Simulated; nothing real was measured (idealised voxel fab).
voxel capacitor over wiring: a process module
The figure presents cross-section cut, which has a width of 290 nm and is divided into square cells with an edge length of 5 nm.
Square cells in a grid make up a cross-section in this document, and the grid is given as bands, listed from the top down, each one or more rows of cells. Heads up on the band format: heights come first, top then bottom, in nm. After that it's the materials left to right, each with its width in nm. A single material flagged "everywhere" fills the whole band edge to edge, and "blank" means there's empty space there. The reference from which all heights are counted is 0, the level beneath which the as-received wafer is entirely one material; the lowest band, having no lower bound, proceeds downward and is written after the example "0 down". The two numbers in a width such as "30..40" mark its ends across the band: the first belongs to the top row of cells, the second to the bottom row, and from each row to the next the width moves by the same amount. For the purposes of this document, the phrase "nothing got changed" attached to a step denotes that no cell within the cross-section was modified by that step. You'll see "Sealed void listing" listing empty spaces that have no way open to the top, as long as they're 8 cells or more; the notation is width x height at distance, where the distance is from the left edge, and all of it is in nm. On a step's line, text after the settings is the simulator commenting on that step. On any step carrying a mask, the "overlay nm" setting, if present on the step's line, tells how far right of its planned place the mask lay; negative values point to the left.

Set out below are the planned steps of the process
step 1: RECEIVE | material Si
step 2: CONFORMAL_DEP | material SiO2 | thk nm 15
step 3: CONFORMAL_DEP | material SiN | thk nm 5
step 4: DIRECTIONAL_DEP | material lowk | thk nm 25
step 5: DIRECTIONAL_DEP | material aC | thk nm 10
step 6: PATTERN | tone open | mask id METAL_1 | material resist | width nm 30 | pitch nm 85 | thk nm 30 | overlay nm 0
step 7: DIRECTIONAL_ETCH | etch materials aC | depth nm 10
step 8: STRIP | etch materials resist
step 9: DIRECTIONAL_ETCH | etch materials lowk | depth nm 25
step 10: DIRECTIONAL_ETCH | etch materials SiN | depth nm 5
step 11: STRIP | etch materials aC
step 12: CONFORMAL_DEP | material TiN | thk nm 5
step 13: FILL_DEP | material W | thk nm 5
step 14: CMP | height nm 45
step 15: CONFORMAL_DEP | material SiCN | thk nm 5
step 16: DIRECTIONAL_DEP | material SiO2 | thk nm 15
step 17: MASKED_ETCH | tone open | mask id PLUG_1 | width nm 15 | etch materials SiO2 | depth nm 15 | overlay nm 0
step 18: MASKED_ETCH | tone open | mask id PLUG_1 | width nm 15 | etch materials SiCN | depth nm 5 | overlay nm 0
step 19: EPI | material Ru | thk nm 10
step 20: EPI | material Ru | thk nm 10
step 21: DIRECTIONAL_DEP | material TiN | thk nm 5
step 22: DIRECTIONAL_DEP | material HfO2 | thk nm 5
step 23: DIRECTIONAL_DEP | material TiN | thk nm 10
step 24: MASKED_ETCH | tone cover | mask id UPPER_PLATE | width nm 60 | etch materials TiN | depth nm 10 | overlay nm 0
step 25: MASKED_ETCH | tone cover | mask id UPPER_PLATE | width nm 60 | etch materials HfO2 | depth nm 5 | overlay nm 0
step 26: DIRECTIONAL_DEP | material aC | thk nm 10
step 27: PATTERN | tone cover | mask id LOWER_PLATE | material resist | width nm 70 | thk nm 25 | overlay nm 0
step 28: DIRECTIONAL_ETCH | etch materials aC | depth nm 10
step 29: STRIP | etch materials resist
step 30: DIRECTIONAL_ETCH | etch materials TiN | depth nm 5
step 31: STRIP | etch materials aC
step 32: FILL_DEP | material SiO2 | thk nm 20
step 33: CMP | height nm 100
step 34: DIRECTIONAL_DEP | material aC | thk nm 15
step 35: PATTERN | tone open | mask id PLUG_2 | material resist | width nm 15 | thk nm 30 | overlay nm 0
step 36: DIRECTIONAL_ETCH | etch materials aC | depth nm 15
step 37: STRIP | etch materials resist
step 38: DIRECTIONAL_ETCH | etch materials SiO2 | depth nm 15
step 39: STRIP | etch materials aC
step 40: CONFORMAL_DEP | material TiN | thk nm 5
step 41: FILL_DEP | material Cu | thk nm 5
step 42: CMP | height nm 100
step 43: CONFORMAL_DEP | material SiN | thk nm 5

Cross-sectional view of the wafer in its as-received condition, corresponding to the state after step 1
- 0 down: Si everywhere
- Sealed void listing: none

Final wafer profile in cross-section after the module, from the same start and plan as above, with one mistake made during processing
- 105 to 100: SiN everywhere
- 100 to 90: SiO2 110 nm | TiN 5 nm | Cu 5 nm | TiN 5 nm | SiO2 165 nm
- 90 to 80: SiO2 110..95 nm | TiN 15..55 nm | SiO2 165..140 nm
- 80 to 75: SiO2 90 nm | TiN 60 nm | SiO2 140 nm
- 75 to 70: SiO2 90 nm | HfO2 70 nm | SiO2 130 nm
- 70 to 65: SiO2 90 nm | TiN 75 nm | SiO2 125 nm
- 65 to 50: SiO2 100 nm | Ru 15 nm | SiO2 175 nm
- 50 to 45: SiCN 100 nm | Ru 15 nm | SiCN 175 nm
- 45 to 20: lowk 85 nm | TiN 5 nm | W 20 nm | TiN 5 nm | lowk 55 nm | TiN 5 nm | W 20 nm | TiN 5 nm | lowk 90 nm
- 20 to 15: SiN 85 nm | TiN 30 nm | SiN 55 nm | TiN 30 nm | SiN 90 nm
- 15 to 0: SiO2 everywhere
- 0 down: Si everywhere
- Sealed void listing: none
The mistake made against the process plan was this: step 24 was processed under conditions differing from the plan, specifically as MASKED_ETCH | tone cover | mask id UPPER_PLATE | width nm 60 | etch materials TiN | depth nm 10 | overlay nm -10
